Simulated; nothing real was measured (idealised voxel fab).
The name of this process module is voxel trench capacitor.
Cross-section cut: width 275 nm, square cells of 5 nm.
Cross-section, as written here: a square-cell grid given band by band from the top down, where a band holds one or more rows of cells.
Per band: top height and bottom height in nm, followed by the left-to-right materials and their widths in nm; "everywhere" marks a single material spanning edge to edge, "air" marks empty space.
Height datum 0, below which the as-received substrate wafer is one material. Lowest band open at the bottom, running downward: "0..down".
Graded width ("30 to 40"): value in top row of band = first number; value in bottom row = second number; row-to-row change constant.
Any step labelled "all unchanged" changed none of the cells in the cross-section.
In the "Trapped void list" entry, you get each enclosed empty space of 8 cells or more, one with no open way to the top, written width x height at distance, distance from the left edge, in nm.
after a step's settings: what the simulator itself notes on the step
The line of a step may include "overlay nm". On a step with a mask, this value is how far to the right of its planned place the mask lay. A negative value means the mask lay to the left.
Plan:
1) op RECEIVE | material Si
2) op CONFORMAL_DEP | material SiN | thk nm 10
3) op DIRECTIONAL_DEP | material aC | thk nm 10
4) op PATTERN | tone open | mask id TRENCH | material resist | width nm 25 | pitch nm 40 | thk nm 25 | overlay nm 0
5) op DIRECTIONAL_ETCH | etch materials aC | depth nm 10
6) op STRIP | etch materials resist
7) op DIRECTIONAL_ETCH | etch materials SiN | depth nm 10
8) op DIRECTIONAL_ETCH | etch materials Si | depth nm 30
9) op STRIP | etch materials aC
10) op CONFORMAL_DEP | material HfO2 | thk nm 5
11) op CONFORMAL_DEP | material TiN | thk nm 5
12) op FILL_DEP | material W | thk nm 10
13) op CMP | height nm 10
The first of a set of two wafers, run to plan:
As-received wafer cross-section (after step 1):
0..down = Si everywhere
Trapped void list: none
Upon completion of step 2, the wafer appears in cross-section as shown:
10..0 = SiN everywhere
Below 0, the layers are the same as they were.
Upon completion of step 3, the wafer appears in cross-section as shown:
20..10 = aC everywhere
Below 10, the layers are the same as they were.
Upon completion of step 4, the wafer appears in cross-section as shown:
45..20 = resist 105 nm / air 25 nm / resist 15 nm / air 25 nm / resist 105 nm
Below 20, the layers are the same as they were.
Upon completion of step 5, the wafer appears in cross-section as shown:
35..20 = resist 105 nm / air 25 nm / resist 15 nm / air 25 nm / resist 105 nm
20..10 = aC 105 nm / air 25 nm / aC 15 nm / air 25 nm / aC 105 nm
Below 10, the layers are the same as they were.
Upon completion of step 6, the wafer appears in cross-section as shown:
20..10 = aC 105 nm / air 25 nm / aC 15 nm / air 25 nm / aC 105 nm
Below 10, the layers are the same as they were.
Upon completion of step 7, the wafer appears in cross-section as shown:
20..10 = aC 105 nm / air 25 nm / aC 15 nm / air 25 nm / aC 105 nm
10..0 = SiN 105 nm / air 25 nm / SiN 15 nm / air 25 nm / SiN 105 nm
Below 0, the layers are the same as they were.
Upon completion of step 8, the wafer appears in cross-section as shown:
20..10 = aC 105 nm / air 25 nm / aC 15 nm / air 25 nm / aC 105 nm
10..0 = SiN 105 nm / air 25 nm / SiN 15 nm / air 25 nm / SiN 105 nm
0..-30 = Si 105 nm / air 25 nm / Si 15 nm / air 25 nm / Si 105 nm
Below -30, the layers are the same as they were.
Upon completion of step 9, the wafer appears in cross-section as shown:
10..0 = SiN 105 nm / air 25 nm / SiN 15 nm / air 25 nm / SiN 105 nm
Below 0, the layers are the same as they were.
Upon completion of step 10, the wafer appears in cross-section as shown:
15..10 = HfO2 110 nm / air 15 nm / HfO2 25 nm / air 15 nm / HfO2 110 nm
10..0 = SiN 105 nm / HfO2 5 nm / air 15 nm / HfO2 5 nm / SiN 15 nm / HfO2 5 nm / air 15 nm / HfO2 5 nm / SiN 105 nm
0..-25 = Si 105 nm / HfO2 5 nm / air 15 nm / HfO2 5 nm / Si 15 nm / HfO2 5 nm / air 15 nm / HfO2 5 nm / Si 105 nm
-25..-30 = Si 105 nm / HfO2 25 nm / Si 15 nm / HfO2 25 nm / Si 105 nm
Below -30, the layers are the same as they were.
Upon completion of step 11, the wafer appears in cross-section as shown:
20..15 = TiN 115 nm / air 5 nm / TiN 35 nm / air 5 nm / TiN 115 nm
15..10 = HfO2 110 nm / TiN 5 nm / air 5 nm / TiN 5 nm / HfO2 25 nm / TiN 5 nm / air 5 nm / TiN 5 nm / HfO2 110 nm
10..0 = SiN 105 nm / HfO2 5 nm / TiN 5 nm / air 5 nm / TiN 5 nm / HfO2 5 nm / SiN 15 nm / HfO2 5 nm / TiN 5 nm / air 5 nm / TiN 5 nm / HfO2 5 nm / SiN 105 nm
0..-20 = Si 105 nm / HfO2 5 nm / TiN 5 nm / air 5 nm / TiN 5 nm / HfO2 5 nm / Si 15 nm / HfO2 5 nm / TiN 5 nm / air 5 nm / TiN 5 nm / HfO2 5 nm / Si 105 nm
-20..-25 = Si 105 nm / HfO2 5 nm / TiN 15 nm / HfO2 5 nm / Si 15 nm / HfO2 5 nm / TiN 15 nm / HfO2 5 nm / Si 105 nm
Below -25, the layers are the same as they were.
Upon completion of step 12, the wafer appears in cross-section as shown:
30..20 = W everywhere
20..15 = TiN 115 nm / W 5 nm / TiN 35 nm / W 5 nm / TiN 115 nm
15..10 = HfO2 110 nm / TiN 5 nm / W 5 nm / TiN 5 nm / HfO2 25 nm / TiN 5 nm / W 5 nm / TiN 5 nm / HfO2 110 nm
10..0 = SiN 105 nm / HfO2 5 nm / TiN 5 nm / W 5 nm / TiN 5 nm / HfO2 5 nm / SiN 15 nm / HfO2 5 nm / TiN 5 nm / W 5 nm / TiN 5 nm / HfO2 5 nm / SiN 105 nm
0..-20 = Si 105 nm / HfO2 5 nm / TiN 5 nm / W 5 nm / TiN 5 nm / HfO2 5 nm / Si 15 nm / HfO2 5 nm / TiN 5 nm / W 5 nm / TiN 5 nm / HfO2 5 nm / Si 105 nm
Below -20, the layers are the same as they were.
Upon completion of step 13, the wafer appears in cross-section as shown:
10..0 = SiN 105 nm / HfO2 5 nm / TiN 5 nm / W 5 nm / TiN 5 nm / HfO2 5 nm / SiN 15 nm / HfO2 5 nm / TiN 5 nm / W 5 nm / TiN 5 nm / HfO2 5 nm / SiN 105 nm
Below 0, the layers are the same as they were.
Wafer two. Identical start, identical plan. One mistake in execution. Identical history through step 3:
The second wafer cut through, at the time step 4 was supposed to be finished:
45..20 = resist 110 nm / air 15 nm / resist 25 nm / air 15 nm / resist 110 nm
Below 20, the layers are the same as they were.
The second wafer cut through, at the time step 5 was supposed to be finished:
35..20 = resist 110 nm / air 15 nm / resist 25 nm / air 15 nm / resist 110 nm
20..10 = aC 110 nm / air 15 nm / aC 25 nm / air 15 nm / aC 110 nm
Below 10, the layers are the same as they were.
The second wafer cut through, at the time step 6 was supposed to be finished:
20..10 = aC 110 nm / air 15 nm / aC 25 nm / air 15 nm / aC 110 nm
Below 10, the layers are the same as they were.
The second wafer cut through, at the time step 7 was supposed to be finished:
20..10 = aC 110 nm / air 15 nm / aC 25 nm / air 15 nm / aC 110 nm
10..0 = SiN 110 nm / air 15 nm / SiN 25 nm / air 15 nm / SiN 110 nm
Below 0, the layers are the same as they were.
The second wafer cut through, at the time step 8 was supposed to be finished:
20..10 = aC 110 nm / air 15 nm / aC 25 nm / air 15 nm / aC 110 nm
10..0 = SiN 110 nm / air 15 nm / SiN 25 nm / air 15 nm / SiN 110 nm
0..-30 = Si 110 nm / air 15 nm / Si 25 nm / air 15 nm / Si 110 nm
Below -30, the layers are the same as they were.
The second wafer cut through, at the time step 9 was supposed to be finished:
10..0 = SiN 110 nm / air 15 nm / SiN 25 nm / air 15 nm / SiN 110 nm
Below 0, the layers are the same as they were.
The second wafer cut through, at the time step 10 was supposed to be finished:
15..10 = HfO2 115 nm / air 5 nm / HfO2 35 nm / air 5 nm / HfO2 115 nm
10..0 = SiN 110 nm / HfO2 5 nm / air 5 nm / HfO2 5 nm / SiN 25 nm / HfO2 5 nm / air 5 nm / HfO2 5 nm / SiN 110 nm
0..-25 = Si 110 nm / HfO2 5 nm / air 5 nm / HfO2 5 nm / Si 25 nm / HfO2 5 nm / air 5 nm / HfO2 5 nm / Si 110 nm
-25..-30 = Si 110 nm / HfO2 15 nm / Si 25 nm / HfO2 15 nm / Si 110 nm
Below -30, the layers are the same as they were.
The second wafer cut through, at the time step 11 was supposed to be finished:
20..15 = TiN everywhere
15..10 = HfO2 115 nm / TiN 5 nm / HfO2 35 nm / TiN 5 nm / HfO2 115 nm
10..0 = SiN 110 nm / HfO2 5 nm / TiN 5 nm / HfO2 5 nm / SiN 25 nm / HfO2 5 nm / TiN 5 nm / HfO2 5 nm / SiN 110 nm
0..-25 = Si 110 nm / HfO2 5 nm / TiN 5 nm / HfO2 5 nm / Si 25 nm / HfO2 5 nm / TiN 5 nm / HfO2 5 nm / Si 110 nm
Below -25, the layers are the same as they were.
The second wafer cut through, at the time step 12 was supposed to be finished:
30..20 = W everywhere
Below 20, the layers are the same as they were.
The second wafer cut through, at the time step 13 was supposed to be finished:
10..0 = SiN 110 nm / HfO2 5 nm / TiN 5 nm / HfO2 5 nm / SiN 25 nm / HfO2 5 nm / TiN 5 nm / HfO2 5 nm / SiN 110 nm
Below 0, the layers are the same as they were.
It is concluded that the wafer was processed incorrectly with respect to the plan, in that rather than as planned, step 4 actually ran as op PATTERN | tone open | mask id TRENCH | material resist | width nm 15 | pitch nm 40 | thk nm 25 | overlay nm 0
FYI, end of process, the second wafer has more or fewer cells of some materials than the first: 4 fewer of HfO2, 24 more of Si, 8 more of SiN, 16 fewer of TiN, 12 fewer of W
